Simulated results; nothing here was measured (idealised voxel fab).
process module | voxel lift off
The cross-section shown here is cut; it is 220 nm wide and divided into square cells measuring 5 nm on a side.
The cross-sections in this document take the form of a grid made of square cells. They are written out as bands, in order from top to bottom. Each band consists of one or more rows of cells. Band: top height; bottom height; in nm. Then, left to right: material with width in nm, for each material. "edge to edge": a single material spanning edge to edge. "blank": empty space. Measure heights from 0. That's the level where, below it, the as-received wafer is all one material. The lowest band is bottomless and extends downward; write it as in "top 0, no bottom". Top row gets the first number, bottom row gets the second, and each row in between changes by the same step: that is how a band width like "30->40" works. "stayed the same" -> step changed no cross-section cell. You'll see "Closed void entries" listing empty spaces that have no way open to the top, as long as they're 8 cells or more; the notation is width x height at distance, where the distance is from the left edge, and all of it is in nm. That trailing text on a step's line, after the settings, is the simulator's own remark on the step. overlay nm: on a step with a mask, how far right of its planned place the mask lay; negative means left.
-- Intended process steps
1. RECEIVE (material Si)
2. CONFORMAL_DEP (material SiO2; thk nm 10)
3. PATTERN (tone open; mask id LINES; material resist; width nm 30; pitch nm 50; thk nm 25; overlay nm 0)
4. DIRECTIONAL_DEP (material Ru; thk nm 15)
5. STRIP (etch materials resist)
6. CONFORMAL_DEP (material SiO2; thk nm 5)
-- Cross-sectional view of the wafer in its as-received condition, corresponding to the state after step 1
  top 0, no bottom  Si edge to edge
  Closed void entries: none
-- Starting wafer: above. Plan: above. Run: one mistake. Cross-section after the module: below
  top 30, bottom 25  blank=65, SiO2=40, blank=10, SiO2=40, blank=65
  top 25, bottom 15  blank=65, SiO2=5, Ru=30, SiO2=5, blank=10, SiO2=5, Ru=30, SiO2=5, blank=65
  top 15, bottom 10  SiO2=70, Ru=30, SiO2=20, Ru=30, SiO2=70
  top 10, bottom 0  Ru edge to edge
  top 0, no bottom  Si edge to edge
  Closed void entries: none
Nonconformance to the process plan: step 2 did not use the planned setting and instead ran as CONFORMAL_DEP (material Ru; thk nm 10)
